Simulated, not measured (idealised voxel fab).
process module | voxel wiring stack
cross-section cut | 265 nm wide | cells 5 nm
A cross-section is a grid of square cells, given in bands from the top down. A band is one or more rows of cells.
Each band's line starts with the height of the band's top and of its bottom, in nm. Then come its materials from left to right, each with its width in nm. One material with "throughout" fills the band from edge to edge. "air" is empty space.
Height 0 is the level under which the wafer as received is all one material. The lowest band goes on downwards, as in "0 down".
A width such as "30 to 40" changes by the same amount from each row of cells to the next, from the band's top row to its bottom row.
"no change" after a step means that no cell of the cross-section changed.
closed voids: empty space of 8 cells or more with no open way to the top, each as width x height at its distance from the left edge, in nm
after a step's settings: what the simulator itself notes on the step
overlay nm, on a step with a mask: how far to the right of its planned place the mask lay; to the left if negative
plan
1 op RECEIVE | material Si
2 op CONFORMAL_DEP | material SiO2 | thk nm 10
3 op CONFORMAL_DEP | material SiCN | thk nm 5
4 op DIRECTIONAL_DEP | material lowk | thk nm 20
5 op DIRECTIONAL_DEP | material aC | thk nm 15
6 op PATTERN | tone open | mask id METAL_1 | material resist | width nm 20 | pitch nm 45 | thk nm 35 | overlay nm 0
7 op DIRECTIONAL_ETCH | etch materials aC | depth nm 15
8 op STRIP | etch materials resist
9 op DIRECTIONAL_ETCH | etch materials lowk | depth nm 20
10 op DIRECTIONAL_ETCH | etch materials SiCN | depth nm 5
11 op STRIP | etch materials aC
12 op CONFORMAL_DEP | material TiN | thk nm 5
13 op FILL_DEP | material Cu | thk nm 10
14 op CMP | height nm 35
15 op EPI | material Ru | thk nm 5
16 op FILL_DEP | material SiCN | thk nm 5
17 op DIRECTIONAL_DEP | material lowk | thk nm 10
18 op MASKED_ETCH | tone open | mask id PLUG_1 | width nm 15 | pitch nm 45 | etch materials lowk | depth nm 10 | overlay nm 0
19 op MASKED_ETCH | tone open | mask id PLUG_1 | width nm 15 | pitch nm 45 | etch materials SiCN | depth nm 5 | overlay nm 0
20 op CONFORMAL_DEP | material TiN | thk nm 5
21 op FILL_DEP | material Cu | thk nm 5
22 op CMP | height nm 55
23 op CONFORMAL_DEP | material SiCN | thk nm 5
24 op DIRECTIONAL_DEP | material lowk | thk nm 25
25 op MASKED_ETCH | tone open | mask id METAL_2 | width nm 20 | pitch nm 45 | etch materials lowk | depth nm 25 | overlay nm 0
26 op MASKED_ETCH | tone open | mask id METAL_2 | width nm 20 | pitch nm 45 | etch materials SiCN | depth nm 5 | overlay nm 0
27 op CONFORMAL_DEP | material TiN | thk nm 5
28 op FILL_DEP | material Cu | thk nm 10
29 op CMP | height nm 85
30 op CONFORMAL_DEP | material SiCN | thk nm 5
31 op DIRECTIONAL_DEP | material lowk | thk nm 10
32 op PATTERN | tone open | mask id PLUG_2 | material resist | width nm 15 | pitch nm 45 | thk nm 20 | overlay nm 0
33 op DIRECTIONAL_ETCH | etch materials lowk | depth nm 10
34 op DIRECTIONAL_ETCH | etch materials SiCN | depth nm 5
35 op STRIP | etch materials resist
36 op CONFORMAL_DEP | material TiN | thk nm 5
37 op FILL_DEP | material W | thk nm 10
38 op CMP | height nm 100
39 op DIRECTIONAL_DEP | material TiN | thk nm 5
40 op DIRECTIONAL_DEP | material Ru | thk nm 20
41 op MASKED_ETCH | tone cover | mask id METAL_3 | width nm 20 | pitch nm 45 | etch materials Ru | depth nm 20 | overlay nm 0
42 op MASKED_ETCH | tone cover | mask id METAL_3 | width nm 20 | pitch nm 45 | etch materials TiN | depth nm 5 | overlay nm 0
43 op CONFORMAL_DEP | material SiN | thk nm 5
44 op FILL_DEP | material lowk | thk nm 5
45 op CMP | height nm 125
46 op CONFORMAL_DEP | material SiCN | thk nm 5
47 op DIRECTIONAL_DEP | material lowk | thk nm 20
48 op DIRECTIONAL_DEP | material aC | thk nm 15
49 op PATTERN | tone open | mask id PLUG_3 | material resist | width nm 15 | thk nm 30 | overlay nm 0
50 op DIRECTIONAL_ETCH | etch materials aC | depth nm 15
51 op STRIP | etch materials resist
52 op DIRECTIONAL_ETCH | etch materials lowk | depth nm 20
53 op DIRECTIONAL_ETCH | etch materials SiCN | depth nm 5
54 op STRIP | etch materials aC
55 op CONFORMAL_DEP | material TiN | thk nm 5
56 op FILL_DEP | material W | thk nm 10
57 op CMP | height nm 150
58 op CONFORMAL_DEP | material SiN | thk nm 5
59 op DIRECTIONAL_DEP | material lowk | thk nm 15
60 op PATTERN | tone open | mask id METAL_4 | material resist | width nm 20 | pitch nm 45 | thk nm 15 | overlay nm 0
61 op DIRECTIONAL_ETCH | etch materials lowk | depth nm 15
62 op DIRECTIONAL_ETCH | etch materials SiN | depth nm 5
63 op STRIP | etch materials resist
64 op CONFORMAL_DEP | material TiN | thk nm 5
65 op FILL_DEP | material Cu | thk nm 10
66 op CMP | height nm 170
67 op CONFORMAL_DEP | material SiCN | thk nm 5
first wafer, as planned
as received, after step 1
  0 down: Si throughout
  closed voids: none
after step 2
  10 to 0: SiO2 throughout
  below 0: unchanged
after step 3
  15 to 10: SiCN throughout
  below 10: unchanged
after step 4
  35 to 15: lowk throughout
  below 15: unchanged
after step 5
  50 to 35: aC throughout
  below 35: unchanged
after step 6
  85 to 50: resist 100 | air 20 | resist 25 | air 20 | resist 100
  below 50: unchanged
after step 7
  70 to 50: resist 100 | air 20 | resist 25 | air 20 | resist 100
  50 to 35: aC 100 | air 20 | aC 25 | air 20 | aC 100
  below 35: unchanged
after step 8
  50 to 35: aC 100 | air 20 | aC 25 | air 20 | aC 100
  below 35: unchanged
after step 9
  50 to 35: aC 100 | air 20 | aC 25 | air 20 | aC 100
  35 to 15: lowk 100 | air 20 | lowk 25 | air 20 | lowk 100
  below 15: unchanged
after step 10
  50 to 35: aC 100 | air 20 | aC 25 | air 20 | aC 100
  35 to 15: lowk 100 | air 20 | lowk 25 | air 20 | lowk 100
  15 to 10: SiCN 100 | air 20 | SiCN 25 | air 20 | SiCN 100
  below 10: unchanged
after step 11
  35 to 15: lowk 100 | air 20 | lowk 25 | air 20 | lowk 100
  below 15: unchanged
after step 12
  40 to 35: TiN 105 | air 10 | TiN 35 | air 10 | TiN 105
  35 to 15: lowk 100 | TiN 5 | air 10 | TiN 5 | lowk 25 | TiN 5 | air 10 | TiN 5 | lowk 100
  15 to 10: SiCN 100 | TiN 20 | SiCN 25 | TiN 20 | SiCN 100
  below 10: unchanged
after step 13
  50 to 40: Cu throughout
  40 to 35: TiN 105 | Cu 10 | TiN 35 | Cu 10 | TiN 105
  35 to 15: lowk 100 | TiN 5 | Cu 10 | TiN 5 | lowk 25 | TiN 5 | Cu 10 | TiN 5 | lowk 100
  below 15: unchanged
after step 14
  35 to 15: lowk 100 | TiN 5 | Cu 10 | TiN 5 | lowk 25 | TiN 5 | Cu 10 | TiN 5 | lowk 100
  below 15: unchanged
after step 15
  40 to 35: air 95 | Ru 30 | air 15 | Ru 30 | air 95
  below 35: unchanged
after step 16
  45 to 40: SiCN throughout
  40 to 35: SiCN 95 | Ru 30 | SiCN 15 | Ru 30 | SiCN 95
  below 35: unchanged
after step 17
  55 to 45: lowk throughout
  below 45: unchanged
after step 18
  55 to 45: lowk 100 | air 15 | lowk 30 | air 15 | lowk 105
  below 45: unchanged
after step 19
  55 to 45: lowk 100 | air 15 | lowk 30 | air 15 | lowk 105
  45 to 40: SiCN 100 | air 15 | SiCN 30 | air 15 | SiCN 105
  below 40: unchanged
after step 20
  60 to 55: TiN 105 | air 5 | TiN 40 | air 5 | TiN 110
  55 to 45: lowk 100 | TiN 5 | air 5 | TiN 5 | lowk 30 | TiN 5 | air 5 | TiN 5 | lowk 105
  45 to 40: SiCN 100 | TiN 15 | SiCN 30 | TiN 15 | SiCN 105
  below 40: unchanged
after step 21
  65 to 60: Cu throughout
  60 to 55: TiN 105 | Cu 5 | TiN 40 | Cu 5 | TiN 110
  55 to 45: lowk 100 | TiN 5 | Cu 5 | TiN 5 | lowk 30 | TiN 5 | Cu 5 | TiN 5 | lowk 105
  below 45: unchanged
after step 22
  55 to 45: lowk 100 | TiN 5 | Cu 5 | TiN 5 | lowk 30 | TiN 5 | Cu 5 | TiN 5 | lowk 105
  below 45: unchanged
after step 23
  60 to 55: SiCN throughout
  below 55: unchanged
after step 24
  85 to 60: lowk throughout
  below 60: unchanged
after step 25
  85 to 60: lowk 100 | air 20 | lowk 25 | air 20 | lowk 100
  below 60: unchanged
after step 26
  85 to 60: lowk 100 | air 20 | lowk 25 | air 20 | lowk 100
  60 to 55: SiCN 100 | air 20 | SiCN 25 | air 20 | SiCN 100
  below 55: unchanged
after step 27
  90 to 85: TiN 105 | air 10 | TiN 35 | air 10 | TiN 105
  85 to 60: lowk 100 | TiN 5 | air 10 | TiN 5 | lowk 25 | TiN 5 | air 10 | TiN 5 | lowk 100
  60 to 55: SiCN 100 | TiN 20 | SiCN 25 | TiN 20 | SiCN 100
  below 55: unchanged
after step 28
  100 to 90: Cu throughout
  90 to 85: TiN 105 | Cu 10 | TiN 35 | Cu 10 | TiN 105
  85 to 60: lowk 100 | TiN 5 | Cu 10 | TiN 5 | lowk 25 | TiN 5 | Cu 10 | TiN 5 | lowk 100
  below 60: unchanged
after step 29
  85 to 60: lowk 100 | TiN 5 | Cu 10 | TiN 5 | lowk 25 | TiN 5 | Cu 10 | TiN 5 | lowk 100
  below 60: unchanged
after step 30
  90 to 85: SiCN throughout
  below 85: unchanged
after step 31
  100 to 90: lowk throughout
  below 90: unchanged
after step 32
  120 to 100: resist 100 | air 15 | resist 30 | air 15 | resist 105
  below 100: unchanged
after step 33
  120 to 100: resist 100 | air 15 | resist 30 | air 15 | resist 105
  100 to 90: lowk 100 | air 15 | lowk 30 | air 15 | lowk 105
  below 90: unchanged
after step 34
  120 to 100: resist 100 | air 15 | resist 30 | air 15 | resist 105
  100 to 90: lowk 100 | air 15 | lowk 30 | air 15 | lowk 105
  90 to 85: SiCN 100 | air 15 | SiCN 30 | air 15 | SiCN 105
  below 85: unchanged
after step 35
  100 to 90: lowk 100 | air 15 | lowk 30 | air 15 | lowk 105
  below 90: unchanged
after step 36
  105 to 100: TiN 105 | air 5 | TiN 40 | air 5 | TiN 110
  100 to 90: lowk 100 | TiN 5 | air 5 | TiN 5 | lowk 30 | TiN 5 | air 5 | TiN 5 | lowk 105
  90 to 85: SiCN 100 | TiN 15 | SiCN 30 | TiN 15 | SiCN 105
  below 85: unchanged
after step 37
  115 to 105: W throughout
  105 to 100: TiN 105 | W 5 | TiN 40 | W 5 | TiN 110
  100 to 90: lowk 100 | TiN 5 | W 5 | TiN 5 | lowk 30 | TiN 5 | W 5 | TiN 5 | lowk 105
  below 90: unchanged
after step 38
  100 to 90: lowk 100 | TiN 5 | W 5 | TiN 5 | lowk 30 | TiN 5 | W 5 | TiN 5 | lowk 105
  below 90: unchanged
after step 39
  105 to 100: TiN throughout
  below 100: unchanged
after step 40
  125 to 105: Ru throughout
  below 105: unchanged
after step 41
  125 to 105: air 100 | Ru 20 | air 25 | Ru 20 | air 100
  below 105: unchanged
after step 42
  125 to 105: air 100 | Ru 20 | air 25 | Ru 20 | air 100
  105 to 100: air 100 | TiN 20 | air 25 | TiN 20 | air 100
  below 100: unchanged
after step 43
  130 to 125: air 95 | SiN 30 | air 15 | SiN 30 | air 95
  125 to 105: air 95 | SiN 5 | Ru 20 | SiN 5 | air 15 | SiN 5 | Ru 20 | SiN 5 | air 95
  105 to 100: SiN 100 | TiN 20 | SiN 25 | TiN 20 | SiN 100
  below 100: unchanged
after step 44
  135 to 130: lowk throughout
  130 to 125: lowk 95 | SiN 30 | lowk 15 | SiN 30 | lowk 95
  125 to 105: lowk 95 | SiN 5 | Ru 20 | SiN 5 | lowk 15 | SiN 5 | Ru 20 | SiN 5 | lowk 95
  below 105: unchanged
after step 45
  125 to 105: lowk 95 | SiN 5 | Ru 20 | SiN 5 | lowk 15 | SiN 5 | Ru 20 | SiN 5 | lowk 95
  below 105: unchanged
after step 46
  130 to 125: SiCN throughout
  below 125: unchanged
after step 47
  150 to 130: lowk throughout
  below 130: unchanged
after step 48
  165 to 150: aC throughout
  below 150: unchanged
after step 49
  195 to 165: resist 100 | air 15 | resist 150
  below 165: unchanged
after step 50
  180 to 165: resist 100 | air 15 | resist 150
  165 to 150: aC 100 | air 15 | aC 150
  below 150: unchanged
after step 51
  165 to 150: aC 100 | air 15 | aC 150
  below 150: unchanged
after step 52
  165 to 150: aC 100 | air 15 | aC 150
  150 to 130: lowk 100 | air 15 | lowk 150
  below 130: unchanged
after step 53
  165 to 150: aC 100 | air 15 | aC 150
  150 to 130: lowk 100 | air 15 | lowk 150
  130 to 125: SiCN 100 | air 15 | SiCN 150
  below 125: unchanged
after step 54
  150 to 130: lowk 100 | air 15 | lowk 150
  below 130: unchanged
after step 55
  155 to 150: TiN 105 | air 5 | TiN 155
  150 to 130: lowk 100 | TiN 5 | air 5 | TiN 5 | lowk 150
  130 to 125: SiCN 100 | TiN 15 | SiCN 150
  below 125: unchanged
after step 56
  165 to 155: W throughout
  155 to 150: TiN 105 | W 5 | TiN 155
  150 to 130: lowk 100 | TiN 5 | W 5 | TiN 5 | lowk 150
  below 130: unchanged
after step 57
  150 to 130: lowk 100 | TiN 5 | W 5 | TiN 5 | lowk 150
  below 130: unchanged
after step 58
  155 to 150: SiN throughout
  below 150: unchanged
after step 59
  170 to 155: lowk throughout
  below 155: unchanged
after step 60
  185 to 170: resist 100 | air 20 | resist 25 | air 20 | resist 100
  below 170: unchanged
after step 61
  185 to 170: resist 100 | air 20 | resist 25 | air 20 | resist 100
  170 to 155: lowk 100 | air 20 | lowk 25 | air 20 | lowk 100
  below 155: unchanged
after step 62
  185 to 170: resist 100 | air 20 | resist 25 | air 20 | resist 100
  170 to 155: lowk 100 | air 20 | lowk 25 | air 20 | lowk 100
  155 to 150: SiN 100 | air 20 | SiN 25 | air 20 | SiN 100
  below 150: unchanged
after step 63
  170 to 155: lowk 100 | air 20 | lowk 25 | air 20 | lowk 100
  below 155: unchanged
after step 64
  175 to 170: TiN 105 | air 10 | TiN 35 | air 10 | TiN 105
  170 to 155: lowk 100 | TiN 5 | air 10 | TiN 5 | lowk 25 | TiN 5 | air 10 | TiN 5 | lowk 100
  155 to 150: SiN 100 | TiN 20 | SiN 25 | TiN 20 | SiN 100
  below 150: unchanged
after step 65
  185 to 175: Cu throughout
  175 to 170: TiN 105 | Cu 10 | TiN 35 | Cu 10 | TiN 105
  170 to 155: lowk 100 | TiN 5 | Cu 10 | TiN 5 | lowk 25 | TiN 5 | Cu 10 | TiN 5 | lowk 100
  below 155: unchanged
after step 66
  170 to 155: lowk 100 | TiN 5 | Cu 10 | TiN 5 | lowk 25 | TiN 5 | Cu 10 | TiN 5 | lowk 100
  below 155: unchanged
after step 67
  175 to 170: SiCN throughout
  below 170: unchanged
second wafer: like start, like plan, one mistake. Through step 31 it matches the first wafer
when step 32 should have ended
  120 to 100: resist 95 | air 25 | resist 20 | air 25 | resist 100
  below 100: unchanged
when step 33 should have ended
  120 to 100: resist 95 | air 25 | resist 20 | air 25 | resist 100
  100 to 90: lowk 95 | air 25 | lowk 20 | air 25 | lowk 100
  below 90: unchanged
when step 34 should have ended
  120 to 100: resist 95 | air 25 | resist 20 | air 25 | resist 100
  100 to 90: lowk 95 | air 25 | lowk 20 | air 25 | lowk 100
  90 to 85: SiCN 95 | air 25 | SiCN 20 | air 25 | SiCN 100
  below 85: unchanged
when step 35 should have ended
  100 to 90: lowk 95 | air 25 | lowk 20 | air 25 | lowk 100
  below 90: unchanged
when step 36 should have ended
  105 to 100: TiN 100 | air 15 | TiN 30 | air 15 | TiN 105
  100 to 90: lowk 95 | TiN 5 | air 15 | TiN 5 | lowk 20 | TiN 5 | air 15 | TiN 5 | lowk 100
  90 to 85: SiCN 95 | TiN 25 | SiCN 20 | TiN 25 | SiCN 100
  below 85: unchanged
when step 37 should have ended
  115 to 105: W throughout
  105 to 100: TiN 100 | W 15 | TiN 30 | W 15 | TiN 105
  100 to 90: lowk 95 | TiN 5 | W 15 | TiN 5 | lowk 20 | TiN 5 | W 15 | TiN 5 | lowk 100
  below 90: unchanged
when step 38 should have ended
  100 to 90: lowk 95 | TiN 5 | W 15 | TiN 5 | lowk 20 | TiN 5 | W 15 | TiN 5 | lowk 100
  below 90: unchanged
when step 39 should have ended
  105 to 100: TiN throughout
  below 100: unchanged
when step 40 should have ended
  125 to 105: Ru throughout
  below 105: unchanged
when step 41 should have ended
  125 to 105: air 100 | Ru 20 | air 25 | Ru 20 | air 100
  below 105: unchanged
when step 42 should have ended
  125 to 105: air 100 | Ru 20 | air 25 | Ru 20 | air 100
  105 to 100: air 100 | TiN 20 | air 25 | TiN 20 | air 100
  below 100: unchanged
when step 43 should have ended
  130 to 125: air 95 | SiN 30 | air 15 | SiN 30 | air 95
  125 to 105: air 95 | SiN 5 | Ru 20 | SiN 5 | air 15 | SiN 5 | Ru 20 | SiN 5 | air 95
  105 to 100: SiN 100 | TiN 20 | SiN 25 | TiN 20 | SiN 100
  below 100: unchanged
when step 44 should have ended
  135 to 130: lowk throughout
  130 to 125: lowk 95 | SiN 30 | lowk 15 | SiN 30 | lowk 95
  125 to 105: lowk 95 | SiN 5 | Ru 20 | SiN 5 | lowk 15 | SiN 5 | Ru 20 | SiN 5 | lowk 95
  below 105: unchanged
when step 45 should have ended
  125 to 105: lowk 95 | SiN 5 | Ru 20 | SiN 5 | lowk 15 | SiN 5 | Ru 20 | SiN 5 | lowk 95
  below 105: unchanged
when step 46 should have ended
  130 to 125: SiCN throughout
  below 125: unchanged
when step 47 should have ended
  150 to 130: lowk throughout
  below 130: unchanged
when step 48 should have ended
  165 to 150: aC throughout
  below 150: unchanged
when step 49 should have ended
  195 to 165: resist 100 | air 15 | resist 150
  below 165: unchanged
when step 50 should have ended
  180 to 165: resist 100 | air 15 | resist 150
  165 to 150: aC 100 | air 15 | aC 150
  below 150: unchanged
when step 51 should have ended
  165 to 150: aC 100 | air 15 | aC 150
  below 150: unchanged
when step 52 should have ended
  165 to 150: aC 100 | air 15 | aC 150
  150 to 130: lowk 100 | air 15 | lowk 150
  below 130: unchanged
when step 53 should have ended
  165 to 150: aC 100 | air 15 | aC 150
  150 to 130: lowk 100 | air 15 | lowk 150
  130 to 125: SiCN 100 | air 15 | SiCN 150
  below 125: unchanged
when step 54 should have ended
  150 to 130: lowk 100 | air 15 | lowk 150
  below 130: unchanged
when step 55 should have ended
  155 to 150: TiN 105 | air 5 | TiN 155
  150 to 130: lowk 100 | TiN 5 | air 5 | TiN 5 | lowk 150
  130 to 125: SiCN 100 | TiN 15 | SiCN 150
  below 125: unchanged
when step 56 should have ended
  165 to 155: W throughout
  155 to 150: TiN 105 | W 5 | TiN 155
  150 to 130: lowk 100 | TiN 5 | W 5 | TiN 5 | lowk 150
  below 130: unchanged
when step 57 should have ended
  150 to 130: lowk 100 | TiN 5 | W 5 | TiN 5 | lowk 150
  below 130: unchanged
when step 58 should have ended
  155 to 150: SiN throughout
  below 150: unchanged
when step 59 should have ended
  170 to 155: lowk throughout
  below 155: unchanged
when step 60 should have ended
  185 to 170: resist 100 | air 20 | resist 25 | air 20 | resist 100
  below 170: unchanged
when step 61 should have ended
  185 to 170: resist 100 | air 20 | resist 25 | air 20 | resist 100
  170 to 155: lowk 100 | air 20 | lowk 25 | air 20 | lowk 100
  below 155: unchanged
when step 62 should have ended
  185 to 170: resist 100 | air 20 | resist 25 | air 20 | resist 100
  170 to 155: lowk 100 | air 20 | lowk 25 | air 20 | lowk 100
  155 to 150: SiN 100 | air 20 | SiN 25 | air 20 | SiN 100
  below 150: unchanged
when step 63 should have ended
  170 to 155: lowk 100 | air 20 | lowk 25 | air 20 | lowk 100
  below 155: unchanged
when step 64 should have ended
  175 to 170: TiN 105 | air 10 | TiN 35 | air 10 | TiN 105
  170 to 155: lowk 100 | TiN 5 | air 10 | TiN 5 | lowk 25 | TiN 5 | air 10 | TiN 5 | lowk 100
  155 to 150: SiN 100 | TiN 20 | SiN 25 | TiN 20 | SiN 100
  below 150: unchanged
when step 65 should have ended
  185 to 175: Cu throughout
  175 to 170: TiN 105 | Cu 10 | TiN 35 | Cu 10 | TiN 105
  170 to 155: lowk 100 | TiN 5 | Cu 10 | TiN 5 | lowk 25 | TiN 5 | Cu 10 | TiN 5 | lowk 100
  below 155: unchanged
when step 66 should have ended
  170 to 155: lowk 100 | TiN 5 | Cu 10 | TiN 5 | lowk 25 | TiN 5 | Cu 10 | TiN 5 | lowk 100
  below 155: unchanged
when step 67 should have ended
  175 to 170: SiCN throughout
  below 170: unchanged
what went wrong: step 32 ran as: op PATTERN | tone open | mask id PLUG_2 | material resist | width nm 25 | pitch nm 45 | thk nm 20 | overlay nm 0
at the end the second wafer has, in cells: 4 fewer of SiCN | 4 more of TiN | 8 more of W | 8 fewer of lowk
